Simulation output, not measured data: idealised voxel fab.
Process module heading - voxel double patterning
Each square cell in cross-section cut measures 5 nm, and the section as a whole is 255 nm wide.
Cross-section layout: square cells on a grid; listed as bands, top to bottom; a band spans one or more cell rows. Top, bottom (nm), then materials left to right with widths (nm); lone material tagged "throughout" fills the whole band edge to edge; "empty" = empty space. Beneath 0, the wafer as received is one material, and that level is where height counting begins. The lowest band goes on downward without a bottom; it is written like "top 0, no bottom". The width entry "30->40" should be interpreted row by row: the top row of cells in the band takes the first number, the bottom row takes the second number, and the change between adjacent rows is uniform throughout. "all unchanged" after a step means that no cell of the cross-section changed. Look at "Sealed void list" for the closed voids: empty spaces with no open path to the top, sized 8 cells or up. Each is width x height at distance, distance from the left edge, all nm. after a step's settings: what the simulator itself notes on the step. You can add "overlay nm" to a step's line. For a step with a mask, it describes how far the mask lay to the right of its planned position, and a negative number describes a lay to the left.
### List of planned process steps
- 1: RECEIVE,material Si
- 2: CONFORMAL_DEP,material SiO2,thk nm 5
- 3: DIRECTIONAL_DEP,material polySi,thk nm 10
- 4: DIRECTIONAL_DEP,material SiN,thk nm 5
- 5: PATTERN,tone open,mask id FIRST,material resist,width nm 15,pitch nm 50,thk nm 20,overlay nm 0
- 6: DIRECTIONAL_ETCH,etch materials SiN,depth nm 5
- 7: STRIP,etch materials resist
- 8: DIRECTIONAL_DEP,material aC,thk nm 10
- 9: PATTERN,tone open,mask id SECOND,material resist,width nm 15,pitch nm 50,thk nm 30,overlay nm 0
- 10: DIRECTIONAL_ETCH,etch materials aC,depth nm 10
- 11: STRIP,etch materials resist
- 12: DIRECTIONAL_ETCH,etch materials SiN,depth nm 5
- 13: STRIP,etch materials aC
- 14: DIRECTIONAL_ETCH,etch materials polySi,depth nm 10
- 15: STRIP,etch materials SiN
### Wafer as received: cross-section following step 1
    top 0, no bottom = Si throughout
    Sealed void list: none
### Post-module cross-section of the first of two wafers (run per plan)
    top 15, bottom 5 = 70 nm polySi / 15 nm empty / 10 nm polySi / 15 nm empty / 10 nm polySi / 15 nm empty / 10 nm polySi / 15 nm empty / 10 nm polySi / 15 nm empty / 70 nm polySi
    top 5, bottom 0 = SiO2 throughout
    top 0, no bottom = Si throughout
    Sealed void list: none
### End of module, second wafer, cross-section. Started like the first, planned like the first, run with one mistake
    top 15, bottom 5 = 75 nm polySi / 15 nm empty / 5 nm polySi / 15 nm empty / 15 nm polySi / 15 nm empty / 5 nm polySi / 15 nm empty / 15 nm polySi / 15 nm empty / 65 nm polySi
    top 5, bottom 0 = SiO2 throughout
    top 0, no bottom = Si throughout
    Sealed void list: none
Finding, execution versus plan: so step 5 ended up running with a different setting than we planned, it ran as PATTERN,tone open,mask id FIRST,material resist,width nm 15,pitch nm 50,thk nm 20,overlay nm 5
The concluding comparison shows that, measured in cells, each material is equally abundant on both wafers, albeit at different positions.
